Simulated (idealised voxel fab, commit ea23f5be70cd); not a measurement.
A process module follows: voxel self aligned contacts.
Square cells of 5 nm make up the cross-section cut, whose width is 215 nm.
Cross-section format: a grid of square cells, given as bands from top to bottom; each band is one or more rows of cells. Read a band's entry like this: the first values are the height of its top and the height of its bottom in nm, and what follows is the sequence of materials from left to right, each with its width in nm. Note that "empty" is empty space, and that a single material marked "throughout" reaches across the band from edge to edge. The reference from which all heights are counted is 0, the level beneath which the as-received wafer is entirely one material; the lowest band, having no lower bound, proceeds downward and is written after the example "0 nm and below". Think of "30->40" as a width that walks from the first number to the second as you go down the band, top row to bottom row, taking equal-sized steps from row to row. Any step labelled "everything unchanged" changed none of the cells in the cross-section. Basically, "Closed void listing" tells you about the enclosed voids: empty spaces with no open way to the top, 8 cells or bigger, each written width x height at distance, where distance is from the left edge, all in nm. Where a step's line continues beyond its settings, the continuation is a remark by the simulator itself on that step. overlay nm: on a step with a mask, how far right of its planned place the mask lay; negative means left.
Process steps foreseen in the plan:
| 1 | RECEIVE,material Si |
| 2 | OXIDIZE,depth nm 5 |
| 3 | DIRECTIONAL_DEP,material polySi,thk nm 25 |
| 4 | DIRECTIONAL_DEP,material SiN,thk nm 25 |
| 5 | MASKED_ETCH,tone cover,mask id GATE,width nm 25,pitch nm 65,etch materials SiN,depth nm 25,overlay nm 0 |
| 6 | MASKED_ETCH,tone cover,mask id GATE,width nm 25,pitch nm 65,etch materials polySi,depth nm 25,overlay nm 0 |
| 7 | CONFORMAL_DEP,material SiN,thk nm 10 |
| 8 | DIRECTIONAL_ETCH,etch materials SiN,depth nm 10 |
| 9 | FILL_DEP,material SiO2,thk nm 15 |
| 10 | CMP,height nm 55 |
| 11 | MASKED_ETCH,tone open,mask id CONTACT,width nm 50,pitch nm 65,etch materials SiO2,depth nm 60,overlay nm 0 |
| 12 | CONFORMAL_DEP,material TiN,thk nm 5 |
| 13 | FILL_DEP,material Ru,thk nm 10 |
| 14 | CMP,height nm 55 |
| 15 | CONFORMAL_DEP,material SiCN,thk nm 5 |
First of two wafers, with the run carried out as planned:
Cross-section of the wafer upon arrival, representing the state reached after step 1:
  0 nm and below | Si throughout
  Closed void listing: none
Cross-section of the wafer after step 2:
  0 nm to -5 nm | SiO2 throughout
  Rest of section, below -5: as before.
Cross-section of the wafer after step 3:
  25 nm to 0 nm | polySi throughout
  Rest of section, below 0: as before.
Cross-section of the wafer after step 4:
  50 nm to 25 nm | SiN throughout
  Rest of section, below 25: as before.
Cross-section of the wafer after step 5:
  50 nm to 25 nm | empty 30 nm; SiN 25 nm; empty 40 nm; SiN 25 nm; empty 40 nm; SiN 25 nm; empty 30 nm
  Rest of section, below 25: as before.
Cross-section of the wafer after step 6:
  50 nm to 25 nm | empty 30 nm; SiN 25 nm; empty 40 nm; SiN 25 nm; empty 40 nm; SiN 25 nm; empty 30 nm
  25 nm to 0 nm | empty 30 nm; polySi 25 nm; empty 40 nm; polySi 25 nm; empty 40 nm; polySi 25 nm; empty 30 nm
  Rest of section, below 0: as before.
Cross-section of the wafer after step 7:
  60 nm to 25 nm | empty 20 nm; SiN 45 nm; empty 20 nm; SiN 45 nm; empty 20 nm; SiN 45 nm; empty 20 nm
  25 nm to 10 nm | empty 20 nm; SiN 10 nm; polySi 25 nm; SiN 10 nm; empty 20 nm; SiN 10 nm; polySi 25 nm; SiN 10 nm; empty 20 nm; SiN 10 nm; polySi 25 nm; SiN 10 nm; empty 20 nm
  10 nm to 0 nm | SiN 30 nm; polySi 25 nm; SiN 40 nm; polySi 25 nm; SiN 40 nm; polySi 25 nm; SiN 30 nm
  Rest of section, below 0: as before.
Cross-section of the wafer after step 8:
  50 nm to 25 nm | empty 20 nm; SiN 45 nm; empty 20 nm; SiN 45 nm; empty 20 nm; SiN 45 nm; empty 20 nm
  25 nm to 0 nm | empty 20 nm; SiN 10 nm; polySi 25 nm; SiN 10 nm; empty 20 nm; SiN 10 nm; polySi 25 nm; SiN 10 nm; empty 20 nm; SiN 10 nm; polySi 25 nm; SiN 10 nm; empty 20 nm
  Rest of section, below 0: as before.
Cross-section of the wafer after step 9:
  65 nm to 50 nm | SiO2 throughout
  50 nm to 25 nm | SiO2 20 nm; SiN 45 nm; SiO2 20 nm; SiN 45 nm; SiO2 20 nm; SiN 45 nm; SiO2 20 nm
  25 nm to 0 nm | SiO2 20 nm; SiN 10 nm; polySi 25 nm; SiN 10 nm; SiO2 20 nm; SiN 10 nm; polySi 25 nm; SiN 10 nm; SiO2 20 nm; SiN 10 nm; polySi 25 nm; SiN 10 nm; SiO2 20 nm
  Rest of section, below 0: as before.
Cross-section of the wafer after step 10:
  55 nm to 50 nm | SiO2 throughout
  Rest of section, below 50: as before.
Cross-section of the wafer after step 11:
  55 nm to 50 nm | SiO2 50 nm; empty 50 nm; SiO2 15 nm; empty 50 nm; SiO2 50 nm
  50 nm to 25 nm | SiO2 20 nm; SiN 45 nm; empty 20 nm; SiN 45 nm; empty 20 nm; SiN 45 nm; SiO2 20 nm
  25 nm to 0 nm | SiO2 20 nm; SiN 10 nm; polySi 25 nm; SiN 10 nm; empty 20 nm; SiN 10 nm; polySi 25 nm; SiN 10 nm; empty 20 nm; SiN 10 nm; polySi 25 nm; SiN 10 nm; SiO2 20 nm
  0 nm to -5 nm | SiO2 65 nm; empty 20 nm; SiO2 45 nm; empty 20 nm; SiO2 65 nm
  Rest of section, below -5: as before.
Cross-section of the wafer after step 12:
  60 nm to 55 nm | TiN 55 nm; empty 40 nm; TiN 25 nm; empty 40 nm; TiN 55 nm
  55 nm to 50 nm | SiO2 50 nm; TiN 20 nm; empty 10 nm; TiN 20 nm; SiO2 15 nm; TiN 20 nm; empty 10 nm; TiN 20 nm; SiO2 50 nm
  50 nm to 25 nm | SiO2 20 nm; SiN 45 nm; TiN 5 nm; empty 10 nm; TiN 5 nm; SiN 45 nm; TiN 5 nm; empty 10 nm; TiN 5 nm; SiN 45 nm; SiO2 20 nm
  25 nm to 0 nm | SiO2 20 nm; SiN 10 nm; polySi 25 nm; SiN 10 nm; TiN 5 nm; empty 10 nm; TiN 5 nm; SiN 10 nm; polySi 25 nm; SiN 10 nm; TiN 5 nm; empty 10 nm; TiN 5 nm; SiN 10 nm; polySi 25 nm; SiN 10 nm; SiO2 20 nm
  0 nm to -5 nm | SiO2 65 nm; TiN 20 nm; SiO2 45 nm; TiN 20 nm; SiO2 65 nm
  Rest of section, below -5: as before.
Cross-section of the wafer after step 13:
  70 nm to 60 nm | Ru throughout
  60 nm to 55 nm | TiN 55 nm; Ru 40 nm; TiN 25 nm; Ru 40 nm; TiN 55 nm
  55 nm to 50 nm | SiO2 50 nm; TiN 20 nm; Ru 10 nm; TiN 20 nm; SiO2 15 nm; TiN 20 nm; Ru 10 nm; TiN 20 nm; SiO2 50 nm
  50 nm to 25 nm | SiO2 20 nm; SiN 45 nm; TiN 5 nm; Ru 10 nm; TiN 5 nm; SiN 45 nm; TiN 5 nm; Ru 10 nm; TiN 5 nm; SiN 45 nm; SiO2 20 nm
  25 nm to 0 nm | SiO2 20 nm; SiN 10 nm; polySi 25 nm; SiN 10 nm; TiN 5 nm; Ru 10 nm; TiN 5 nm; SiN 10 nm; polySi 25 nm; SiN 10 nm; TiN 5 nm; Ru 10 nm; TiN 5 nm; SiN 10 nm; polySi 25 nm; SiN 10 nm; SiO2 20 nm
  Rest of section, below 0: as before.
Cross-section of the wafer after step 14:
  55 nm to 50 nm | SiO2 50 nm; TiN 20 nm; Ru 10 nm; TiN 20 nm; SiO2 15 nm; TiN 20 nm; Ru 10 nm; TiN 20 nm; SiO2 50 nm
  Rest of section, below 50: as before.
Cross-section of the wafer after step 15:
  60 nm to 55 nm | SiCN throughout
  Rest of section, below 55: as before.
Second wafer - shared start and plan with the first - one error in running - same as the first up to step 3 inclusive:
Cross-sectional view of the second wafer at the intended end time of process step 4:
  75 nm to 25 nm | SiN throughout
  Rest of section, below 25: as before.
Cross-sectional view of the second wafer at the intended end time of process step 5:
  75 nm to 50 nm | empty 30 nm; SiN 25 nm; empty 40 nm; SiN 25 nm; empty 40 nm; SiN 25 nm; empty 30 nm
  Rest of section, below 50: as before.
Cross-sectional view of the second wafer at the intended end time of process step 6: everything unchanged
Cross-sectional view of the second wafer at the intended end time of process step 7:
  85 nm to 60 nm | empty 20 nm; SiN 45 nm; empty 20 nm; SiN 45 nm; empty 20 nm; SiN 45 nm; empty 20 nm
  60 nm to 25 nm | SiN throughout
  Rest of section, below 25: as before.
Cross-sectional view of the second wafer at the intended end time of process step 8:
  75 nm to 50 nm | empty 20 nm; SiN 45 nm; empty 20 nm; SiN 45 nm; empty 20 nm; SiN 45 nm; empty 20 nm
  Rest of section, below 50: as before.
Cross-sectional view of the second wafer at the intended end time of process step 9:
  90 nm to 75 nm | SiO2 throughout
  75 nm to 50 nm | SiO2 20 nm; SiN 45 nm; SiO2 20 nm; SiN 45 nm; SiO2 20 nm; SiN 45 nm; SiO2 20 nm
  Rest of section, below 50: as before.
Cross-sectional view of the second wafer at the intended end time of process step 10:
  55 nm to 50 nm | SiO2 20 nm; SiN 45 nm; SiO2 20 nm; SiN 45 nm; SiO2 20 nm; SiN 45 nm; SiO2 20 nm
  Rest of section, below 50: as before.
Cross-sectional view of the second wafer at the intended end time of process step 11:
  55 nm to 50 nm | SiO2 20 nm; SiN 45 nm; empty 20 nm; SiN 45 nm; empty 20 nm; SiN 45 nm; SiO2 20 nm
  Rest of section, below 50: as before.
Cross-sectional view of the second wafer at the intended end time of process step 12:
  60 nm to 55 nm | TiN 70 nm; empty 10 nm; TiN 55 nm; empty 10 nm; TiN 70 nm
  55 nm to 50 nm | SiO2 20 nm; SiN 45 nm; TiN 20 nm; SiN 45 nm; TiN 20 nm; SiN 45 nm; SiO2 20 nm
  Rest of section, below 50: as before.
Cross-sectional view of the second wafer at the intended end time of process step 13:
  70 nm to 60 nm | Ru throughout
  60 nm to 55 nm | TiN 70 nm; Ru 10 nm; TiN 55 nm; Ru 10 nm; TiN 70 nm
  Rest of section, below 55: as before.
Cross-sectional view of the second wafer at the intended end time of process step 14:
  55 nm to 50 nm | SiO2 20 nm; SiN 45 nm; TiN 20 nm; SiN 45 nm; TiN 20 nm; SiN 45 nm; SiO2 20 nm
  Rest of section, below 50: as before.
Cross-sectional view of the second wafer at the intended end time of process step 15:
  60 nm to 55 nm | SiCN throughout
  Rest of section, below 55: as before.
Error vs. plan: the plan's step 4 ran twice
Count the cells at the end and the second wafer has more or fewer of some materials than the first: Ru: 44 fewer, SiN: 47 more, SiO2: 87 fewer, TiN: 56 fewer, polySi: 140 more
